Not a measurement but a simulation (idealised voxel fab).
Herein follows the process module entitled voxel gate over fins.
Cross-section cut: width 285 nm, square cells of 5 nm.
A cross-section is written here as square cells arranged in a grid, and it is given in bands from the top down, each band taking up one or more rows of cells. The entry gives the band's vertical extent as a top height and a bottom height in nm, then its horizontal make-up as materials from left to right, each with a width in nm. "empty" stands for empty space; a single material marked "throughout" fills the band edge to edge. Height datum 0, below which the as-received substrate wafer is one material. Lowest band open at the bottom, running downward: "0..down". Width: "30..40" (first number = top row, second number = bottom row, same change from row to row of cells). Step note "remained unchanged" = no cross-section cell changed. "Closed void list": sealed empty spaces, 8 cells or more, no open way to top, listed width x height at distance, with distance from the left edge and width, height and distance in nm. It should be noted that, on the line of a given step, the content following the step's settings is a remark produced by the simulator itself with respect to that step. overlay nm, on a step with a mask: how far to the right of its planned place the mask lay; to the left if negative.

The planned process steps are enumerated hereunder:
1 RECEIVE [material Si]
2 CONFORMAL_DEP [material SiN] [thk nm 5]
3 DIRECTIONAL_DEP [material aC] [thk nm 15]
4 PATTERN [tone cover] [mask id FINS] [material resist] [width nm 15] [pitch nm 50] [thk nm 30] [overlay nm 0]
5 DIRECTIONAL_ETCH [etch materials aC] [depth nm 15]
6 STRIP [etch materials resist]
7 DIRECTIONAL_ETCH [etch materials SiN] [depth nm 5]
8 DIRECTIONAL_ETCH [etch materials Si] [depth nm 40]
9 STRIP [etch materials aC]
10 FILL_DEP [material SiO2] [thk nm 10]
11 CMP [height nm 5]
12 DIRECTIONAL_DEP [material aC] [thk nm 15]
13 PATTERN [tone open] [mask id RAIL] [material resist] [width nm 15] [thk nm 35] [overlay nm -15]
14 DIRECTIONAL_ETCH [etch materials aC] [depth nm 15]
15 STRIP [etch materials resist]
16 DIRECTIONAL_ETCH [etch materials SiO2] [depth nm 40]
17 STRIP [etch materials aC]
18 CONFORMAL_DEP [material TiN] [thk nm 5]
19 FILL_DEP [material W] [thk nm 5]
20 CMP [height nm 5]
21 SELECTIVE_ETCH [etch materials W Ru TiN] [depth nm 20]
22 FILL_DEP [material SiO2] [thk nm 5]
23 CMP [height nm 5]
24 SELECTIVE_ETCH [etch materials SiO2] [depth nm 15]
25 STRIP [etch materials SiN]
26 CONFORMAL_DEP [material HfO2] [thk nm 5]
27 CONFORMAL_DEP [material TiN] [thk nm 5]
28 CONFORMAL_DEP [material TiAl] [thk nm 5]
29 CONFORMAL_DEP [material TiN] [thk nm 5]
30 FILL_DEP [material W] [thk nm 10]
31 CMP [height nm 25]
32 CONFORMAL_DEP [material SiN] [thk nm 10]
Split variable: overlay nm, step 13. Plan value = first wafer. Wafers start alike.

First of several wafers (as received, post step 1), cross-sectional view:
- 0..down  Si throughout
- Closed void list: none

The figure below presents a cross-section of the first of several wafers at the conclusion of the module, following its last step, step 32:
- 35..25  SiN throughout
- 25..20  W throughout
- 20..15  65 nm W  155 nm TiN  65 nm W
- 15..10  65 nm W  5 nm TiN  45 nm TiAl  5 nm TiN  45 nm TiAl  5 nm TiN  45 nm TiAl  5 nm TiN  65 nm W
- 10..5  70 nm TiN  5 nm TiAl  35 nm TiN  5 nm TiAl  5 nm TiN  5 nm TiAl  35 nm TiN  5 nm TiAl  5 nm TiN  5 nm TiAl  35 nm TiN  5 nm TiAl  70 nm TiN
- 5..0  75 nm TiAl  5 nm TiN  25 nm HfO2  5 nm TiN  15 nm TiAl  5 nm TiN  25 nm HfO2  5 nm TiN  15 nm TiAl  5 nm TiN  25 nm HfO2  5 nm TiN  75 nm TiAl
- 0..-5  80 nm TiN  5 nm HfO2  15 nm Si  5 nm HfO2  25 nm TiN  5 nm HfO2  15 nm Si  5 nm HfO2  25 nm TiN  5 nm HfO2  15 nm Si  5 nm HfO2  80 nm TiN
- -5..-10  85 nm HfO2  15 nm Si  35 nm HfO2  15 nm Si  35 nm HfO2  15 nm Si  85 nm HfO2
- -10..-15  85 nm SiO2  15 nm Si  35 nm SiO2  15 nm Si  35 nm SiO2  15 nm Si  85 nm SiO2
- -15..-35  85 nm SiO2  15 nm Si  10 nm TiN  25 nm SiO2  15 nm Si  35 nm SiO2  15 nm Si  85 nm SiO2
- -35..-40  85 nm SiO2  15 nm Si  35 nm SiO2  15 nm Si  35 nm SiO2  15 nm Si  85 nm SiO2
- -40..down  Si throughout
- Closed void list: none

Cross-sectional view of the final wafer of several at the module's end:
- 35..25  SiN throughout
- 25..20  W throughout
- 20..15  65 nm W  155 nm TiN  65 nm W
- 15..10  65 nm W  5 nm TiN  45 nm TiAl  5 nm TiN  45 nm TiAl  5 nm TiN  45 nm TiAl  5 nm TiN  65 nm W
- 10..5  70 nm TiN  5 nm TiAl  35 nm TiN  5 nm TiAl  5 nm TiN  5 nm TiAl  35 nm TiN  5 nm TiAl  5 nm TiN  5 nm TiAl  35 nm TiN  5 nm TiAl  70 nm TiN
- 5..0  75 nm TiAl  5 nm TiN  25 nm HfO2  5 nm TiN  15 nm TiAl  5 nm TiN  25 nm HfO2  5 nm TiN  15 nm TiAl  5 nm TiN  25 nm HfO2  5 nm TiN  75 nm TiAl
- 0..-5  80 nm TiN  5 nm HfO2  15 nm Si  5 nm HfO2  25 nm TiN  5 nm HfO2  15 nm Si  5 nm HfO2  25 nm TiN  5 nm HfO2  15 nm Si  5 nm HfO2  80 nm TiN
- -5..-10  85 nm HfO2  15 nm Si  35 nm HfO2  15 nm Si  35 nm HfO2  15 nm Si  85 nm HfO2
- -10..-15  85 nm SiO2  15 nm Si  35 nm SiO2  15 nm Si  35 nm SiO2  15 nm Si  85 nm SiO2
- -15..-35  85 nm SiO2  15 nm Si  25 nm SiO2  10 nm TiN  15 nm Si  35 nm SiO2  15 nm Si  85 nm SiO2
- -35..-40  85 nm SiO2  15 nm Si  35 nm SiO2  15 nm Si  35 nm SiO2  15 nm Si  85 nm SiO2
- -40..down  Si throughout
- Closed void list: none

Wafer rows, end of module: cells per material gained (+) or lost (-) since receipt; closed voids last:
overlay nm -15 | +69 HfO2 | -384 Si | +114 SiN | +280 SiO2 | +69 TiAl | +142 TiN | +109 W | Closed void list: none
overlay nm -10 | +69 HfO2 | -384 Si | +114 SiN | +276 SiO2 | +69 TiAl | +143 TiN | +112 W | Closed void list: none
overlay nm -5 | +69 HfO2 | -384 Si | +114 SiN | +276 SiO2 | +69 TiAl | +143 TiN | +112 W | Closed void list: none
overlay nm 0 | +69 HfO2 | -384 Si | +114 SiN | +276 SiO2 | +69 TiAl | +143 TiN | +112 W | Closed void list: none
overlay nm 5 | +69 HfO2 | -384 Si | +114 SiN | +276 SiO2 | +69 TiAl | +143 TiN | +112 W | Closed void list: none
overlay nm 10 | +69 HfO2 | -384 Si | +114 SiN | +276 SiO2 | +69 TiAl | +143 TiN | +112 W | Closed void list: none
overlay nm 15 | +69 HfO2 | -384 Si | +114 SiN | +280 SiO2 | +69 TiAl | +142 TiN | +109 W | Closed void list: none
